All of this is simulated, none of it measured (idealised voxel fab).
You're looking at the process module voxel released beams.
The cross-section on display is named cut; it measures 285 nm wide, and its cells are 5 nm squares.
A cross-section is a grid of square cells, given in bands from the top down. A band is one or more rows of cells.
Each band's line starts with the height of the band's top and of its bottom, in nm. Then come its materials from left to right, each with its width in nm. One material with "throughout" fills the band from edge to edge. "air" is empty space.
Zero point of the height axis is 0; under it, received wafer = one material. Lowest band: continues down indefinitely, "0 and below".
Width "30..40": first value at the band's top row of cells, second value at its bottom row, equal change from row to row.
The cross-section has no changed cell in any step marked "no modifications".
Empty spaces without an open route to the top, at least 8 cells in extent, make up the entry "Sealed internal cavities"; each is given as width x height at distance, where the distance is measured from the left edge, and all are in nm.
On each step's line, the part that comes after the settings is the simulator's own comment on the step.
For masked steps, "overlay nm" on the step line gives how far right of plan the mask actually lay; a minus sign means it lay to the left.
[Planned process steps]
1) RECEIVE | material Si
2) CONFORMAL_DEP | material SiN | thk nm 5
3) DIRECTIONAL_DEP | material SiO2 | thk nm 15
4) PATTERN | tone open | mask id ANCHOR | material resist | width nm 35 | thk nm 20 | overlay nm 0
5) DIRECTIONAL_ETCH | etch materials SiO2 | depth nm 15
6) STRIP | etch materials resist
7) CONFORMAL_DEP | material polySi | thk nm 15
8) DIRECTIONAL_DEP | material aC | thk nm 15
9) PATTERN | tone cover | mask id BEAM | material resist | width nm 100 | thk nm 30 | overlay nm 0
10) DIRECTIONAL_ETCH | etch materials aC | depth nm 15
11) STRIP | etch materials resist
12) DIRECTIONAL_ETCH | etch materials polySi | depth nm 15
13) STRIP | etch materials aC
14) STRIP | etch materials SiO2
[As-received state of the wafer in cross-section, equivalent to post-step 1]
0 and below = Si throughout
Sealed internal cavities: none
[Cross-sectional image of the first of two wafers at the end of the module, the run having proceeded as planned]
35 down to 20 = 90 nm air | 20 nm polySi | 5 nm air | 75 nm polySi | 95 nm air
20 down to 5 = 95 nm air | 35 nm polySi | 155 nm air
5 down to 0 = SiN throughout
0 and below = Si throughout
Sealed internal cavities: none
[End of module, second wafer, cross-section. Started like the first, planned like the first, run with one mistake]
35 down to 20 = 95 nm air | 15 nm polySi | 5 nm air | 70 nm polySi | 100 nm air
20 down to 5 = 95 nm air | 35 nm polySi | 155 nm air
5 down to 0 = SiN throughout
0 and below = Si throughout
Sealed internal cavities: none
What was the processing mistake? step 9: run off-plan, actual operation and settings PATTERN | tone cover | mask id BEAM | material resist | width nm 90 | thk nm 30 | overlay nm 0
The final cell counts differ between the wafers, with the second having more or fewer of some materials than the first: -6 polySi
